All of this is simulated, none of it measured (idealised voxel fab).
Proc. module: voxel quadruple lines
In the cross-section labelled cut, the width is 245 nm and each square cell is 5 nm.
A cross-section is a grid of square cells, given in bands from the top down. A band is one or more rows of cells. Top, bottom (nm), then materials left to right with widths (nm); lone material tagged "everywhere" fills the whole band edge to edge; "empty" = empty space. Below 0: as-received wafer, all one material; heights counted from there. Lowest band: no bottom, goes on down, written "0 and below". You'd read "30->40" like this: the band's top row of cells is as wide as the first number, its bottom row is as wide as the second, and going down, every row changes width by the same amount as the row before did. Step note "nothing changed" = no cross-section cell changed. Heads up: "Sealed void listing" only lists the empty pockets with no open path to the top that are 8 cells or more, and it writes them as width x height at distance, distance from the left edge, in nm. On each step's line, the part that comes after the settings is the simulator's own comment on the step. "overlay nm", when on a step's line for a step with a mask, measures how far to the right of its planned place the mask lay; a negative measure means to the left.
[The planned process steps are enumerated hereunder]
1,RECEIVE (material Si)
2,CONFORMAL_DEP (material Al2O3; thk nm 5)
3,DIRECTIONAL_DEP (material W; thk nm 10)
4,DIRECTIONAL_DEP (material polySi; thk nm 20)
5,DIRECTIONAL_DEP (material aC; thk nm 20)
6,PATTERN (tone cover; mask id MANDREL; material resist; width nm 35; pitch nm 100; thk nm 25; overlay nm 0)
7,DIRECTIONAL_ETCH (etch materials aC; depth nm 20)
8,STRIP (etch materials resist)
9,CONFORMAL_DEP (material SiO2; thk nm 15)
10,DIRECTIONAL_ETCH (etch materials SiO2; depth nm 15)
11,STRIP (etch materials aC)
12,DIRECTIONAL_ETCH (etch materials polySi; depth nm 20)
13,STRIP (etch materials SiO2)
14,CONFORMAL_DEP (material SiN; thk nm 10)
15,DIRECTIONAL_ETCH (etch materials SiN; depth nm 10)
16,STRIP (etch materials polySi)
17,DIRECTIONAL_ETCH (etch materials W; depth nm 10)
18,STRIP (etch materials SiN)
[first wafer, as planned]
[Cross-section of the wafer upon arrival, representing the state reached after step 1]
* 0 and below: Si everywhere
* Sealed void listing: none
[Step 2 done - wafer cross-section]
* 5 down to 0: Al2O3 everywhere
* Lower than 0, everything is as it was.
[Step 3 done - wafer cross-section]
* 15 down to 5: W everywhere
* Lower than 5, everything is as it was.
[Step 4 done - wafer cross-section]
* 35 down to 15: polySi everywhere
* Lower than 15, everything is as it was.
[Step 5 done - wafer cross-section]
* 55 down to 35: aC everywhere
* Lower than 35, everything is as it was.
[Step 6 done - wafer cross-section]
* 80 down to 55: empty 55 nm | resist 35 nm | empty 65 nm | resist 35 nm | empty 55 nm
* Lower than 55, everything is as it was.
[Step 7 done - wafer cross-section]
* 60 down to 55: empty 55 nm | resist 35 nm | empty 65 nm | resist 35 nm | empty 55 nm
* 55 down to 35: empty 55 nm | aC 35 nm | empty 65 nm | aC 35 nm | empty 55 nm
* Lower than 35, everything is as it was.
[Step 8 done - wafer cross-section]
* 55 down to 35: empty 55 nm | aC 35 nm | empty 65 nm | aC 35 nm | empty 55 nm
* Lower than 35, everything is as it was.
[Step 9 done - wafer cross-section]
* 70 down to 55: empty 40 nm | SiO2 65 nm | empty 35 nm | SiO2 65 nm | empty 40 nm
* 55 down to 50: empty 40 nm | SiO2 15 nm | aC 35 nm | SiO2 15 nm | empty 35 nm | SiO2 15 nm | aC 35 nm | SiO2 15 nm | empty 40 nm
* 50 down to 35: SiO2 55 nm | aC 35 nm | SiO2 65 nm | aC 35 nm | SiO2 55 nm
* Lower than 35, everything is as it was.
[Step 10 done - wafer cross-section]
* 55 down to 35: empty 40 nm | SiO2 15 nm | aC 35 nm | SiO2 15 nm | empty 35 nm | SiO2 15 nm | aC 35 nm | SiO2 15 nm | empty 40 nm
* Lower than 35, everything is as it was.
[Step 11 done - wafer cross-section]
* 55 down to 35: empty 40 nm | SiO2 15 nm | empty 35 nm | SiO2 15 nm | empty 35 nm | SiO2 15 nm | empty 35 nm | SiO2 15 nm | empty 40 nm
* Lower than 35, everything is as it was.
[Step 12 done - wafer cross-section]
* 55 down to 35: empty 40 nm | SiO2 15 nm | empty 35 nm | SiO2 15 nm | empty 35 nm | SiO2 15 nm | empty 35 nm | SiO2 15 nm | empty 40 nm
* 35 down to 15: empty 40 nm | polySi 15 nm | empty 35 nm | polySi 15 nm | empty 35 nm | polySi 15 nm | empty 35 nm | polySi 15 nm | empty 40 nm
* Lower than 15, everything is as it was.
[Step 13 done - wafer cross-section]
* 35 down to 15: empty 40 nm | polySi 15 nm | empty 35 nm | polySi 15 nm | empty 35 nm | polySi 15 nm | empty 35 nm | polySi 15 nm | empty 40 nm
* Lower than 15, everything is as it was.
[Step 14 done - wafer cross-section]
* 45 down to 35: empty 30 nm | SiN 35 nm | empty 15 nm | SiN 35 nm | empty 15 nm | SiN 35 nm | empty 15 nm | SiN 35 nm | empty 30 nm
* 35 down to 25: empty 30 nm | SiN 10 nm | polySi 15 nm | SiN 10 nm | empty 15 nm | SiN 10 nm | polySi 15 nm | SiN 10 nm | empty 15 nm | SiN 10 nm | polySi 15 nm | SiN 10 nm | empty 15 nm | SiN 10 nm | polySi 15 nm | SiN 10 nm | empty 30 nm
* 25 down to 15: SiN 40 nm | polySi 15 nm | SiN 35 nm | polySi 15 nm | SiN 35 nm | polySi 15 nm | SiN 35 nm | polySi 15 nm | SiN 40 nm
* Lower than 15, everything is as it was.
[Step 15 done - wafer cross-section]
* 35 down to 15: empty 30 nm | SiN 10 nm | polySi 15 nm | SiN 10 nm | empty 15 nm | SiN 10 nm | polySi 15 nm | SiN 10 nm | empty 15 nm | SiN 10 nm | polySi 15 nm | SiN 10 nm | empty 15 nm | SiN 10 nm | polySi 15 nm | SiN 10 nm | empty 30 nm
* Lower than 15, everything is as it was.
[Step 16 done - wafer cross-section]
* 35 down to 15: empty 30 nm | SiN 10 nm | empty 15 nm | SiN 10 nm | empty 15 nm | SiN 10 nm | empty 15 nm | SiN 10 nm | empty 15 nm | SiN 10 nm | empty 15 nm | SiN 10 nm | empty 15 nm | SiN 10 nm | empty 15 nm | SiN 10 nm | empty 30 nm
* Lower than 15, everything is as it was.
[Step 17 done - wafer cross-section]
* 35 down to 15: empty 30 nm | SiN 10 nm | empty 15 nm | SiN 10 nm | empty 15 nm | SiN 10 nm | empty 15 nm | SiN 10 nm | empty 15 nm | SiN 10 nm | empty 15 nm | SiN 10 nm | empty 15 nm | SiN 10 nm | empty 15 nm | SiN 10 nm | empty 30 nm
* 15 down to 5: empty 30 nm | W 10 nm | empty 15 nm | W 10 nm | empty 15 nm | W 10 nm | empty 15 nm | W 10 nm | empty 15 nm | W 10 nm | empty 15 nm | W 10 nm | empty 15 nm | W 10 nm | empty 15 nm | W 10 nm | empty 30 nm
* Lower than 5, everything is as it was.
[Step 18 done - wafer cross-section]
* 15 down to 5: empty 30 nm | W 10 nm | empty 15 nm | W 10 nm | empty 15 nm | W 10 nm | empty 15 nm | W 10 nm | empty 15 nm | W 10 nm | empty 15 nm | W 10 nm | empty 15 nm | W 10 nm | empty 15 nm | W 10 nm | empty 30 nm
* Lower than 5, everything is as it was.
[The second wafer began exactly as the first did and followed the same plan, but one mistake was made while running it; through step 5 inclusive, the two wafers are identical]
[X-section, second wafer, when step 6 was due to finish]
* 80 down to 55: resist 55 nm | empty 35 nm | resist 65 nm | empty 35 nm | resist 55 nm
* Lower than 55, everything is as it was.
[X-section, second wafer, when step 7 was due to finish]
* 60 down to 55: resist 55 nm | empty 35 nm | resist 65 nm | empty 35 nm | resist 55 nm
* 55 down to 35: aC 55 nm | empty 35 nm | aC 65 nm | empty 35 nm | aC 55 nm
* Lower than 35, everything is as it was.
[X-section, second wafer, when step 8 was due to finish]
* 55 down to 35: aC 55 nm | empty 35 nm | aC 65 nm | empty 35 nm | aC 55 nm
* Lower than 35, everything is as it was.
[X-section, second wafer, when step 9 was due to finish]
* 70 down to 55: SiO2 70 nm | empty 5 nm | SiO2 95 nm | empty 5 nm | SiO2 70 nm
* 55 down to 50: aC 55 nm | SiO2 15 nm | empty 5 nm | SiO2 15 nm | aC 65 nm | SiO2 15 nm | empty 5 nm | SiO2 15 nm | aC 55 nm
* 50 down to 35: aC 55 nm | SiO2 35 nm | aC 65 nm | SiO2 35 nm | aC 55 nm
* Lower than 35, everything is as it was.
[X-section, second wafer, when step 10 was due to finish]
* 55 down to 35: aC 55 nm | SiO2 15 nm | empty 5 nm | SiO2 15 nm | aC 65 nm | SiO2 15 nm | empty 5 nm | SiO2 15 nm | aC 55 nm
* Lower than 35, everything is as it was.
[X-section, second wafer, when step 11 was due to finish]
* 55 down to 35: empty 55 nm | SiO2 15 nm | empty 5 nm | SiO2 15 nm | empty 65 nm | SiO2 15 nm | empty 5 nm | SiO2 15 nm | empty 55 nm
* Lower than 35, everything is as it was.
[X-section, second wafer, when step 12 was due to finish]
* 55 down to 35: empty 55 nm | SiO2 15 nm | empty 5 nm | SiO2 15 nm | empty 65 nm | SiO2 15 nm | empty 5 nm | SiO2 15 nm | empty 55 nm
* 35 down to 15: empty 55 nm | polySi 15 nm | empty 5 nm | polySi 15 nm | empty 65 nm | polySi 15 nm | empty 5 nm | polySi 15 nm | empty 55 nm
* Lower than 15, everything is as it was.
[X-section, second wafer, when step 13 was due to finish]
* 35 down to 15: empty 55 nm | polySi 15 nm | empty 5 nm | polySi 15 nm | empty 65 nm | polySi 15 nm | empty 5 nm | polySi 15 nm | empty 55 nm
* Lower than 15, everything is as it was.
[X-section, second wafer, when step 14 was due to finish]
* 45 down to 35: empty 45 nm | SiN 55 nm | empty 45 nm | SiN 55 nm | empty 45 nm
* 35 down to 25: empty 45 nm | SiN 10 nm | polySi 15 nm | SiN 5 nm | polySi 15 nm | SiN 10 nm | empty 45 nm | SiN 10 nm | polySi 15 nm | SiN 5 nm | polySi 15 nm | SiN 10 nm | empty 45 nm
* 25 down to 15: SiN 55 nm | polySi 15 nm | SiN 5 nm | polySi 15 nm | SiN 65 nm | polySi 15 nm | SiN 5 nm | polySi 15 nm | SiN 55 nm
* Lower than 15, everything is as it was.
[X-section, second wafer, when step 15 was due to finish]
* 35 down to 15: empty 45 nm | SiN 10 nm | polySi 15 nm | SiN 5 nm | polySi 15 nm | SiN 10 nm | empty 45 nm | SiN 10 nm | polySi 15 nm | SiN 5 nm | polySi 15 nm | SiN 10 nm | empty 45 nm
* Lower than 15, everything is as it was.
[X-section, second wafer, when step 16 was due to finish]
* 35 down to 15: empty 45 nm | SiN 10 nm | empty 15 nm | SiN 5 nm | empty 15 nm | SiN 10 nm | empty 45 nm | SiN 10 nm | empty 15 nm | SiN 5 nm | empty 15 nm | SiN 10 nm | empty 45 nm
* Lower than 15, everything is as it was.
[X-section, second wafer, when step 17 was due to finish]
* 35 down to 15: empty 45 nm | SiN 10 nm | empty 15 nm | SiN 5 nm | empty 15 nm | SiN 10 nm | empty 45 nm | SiN 10 nm | empty 15 nm | SiN 5 nm | empty 15 nm | SiN 10 nm | empty 45 nm
* 15 down to 5: empty 45 nm | W 10 nm | empty 15 nm | W 5 nm | empty 15 nm | W 10 nm | empty 45 nm | W 10 nm | empty 15 nm | W 5 nm | empty 15 nm | W 10 nm | empty 45 nm
* Lower than 5, everything is as it was.
[X-section, second wafer, when step 18 was due to finish]
* 15 down to 5: empty 45 nm | W 10 nm | empty 15 nm | W 5 nm | empty 15 nm | W 10 nm | empty 45 nm | W 10 nm | empty 15 nm | W 5 nm | empty 15 nm | W 10 nm | empty 45 nm
* Lower than 5, everything is as it was.
What was done differently from what was planned? it should be noted that step 6 was executed with settings other than those planned, the operation and settings actually applied being PATTERN (tone open; mask id MANDREL; material resist; width nm 35; pitch nm 100; thk nm 25; overlay nm 0)
Per the end-of-run cell counts, the second wafer holds more or fewer of some materials than the first: W -12
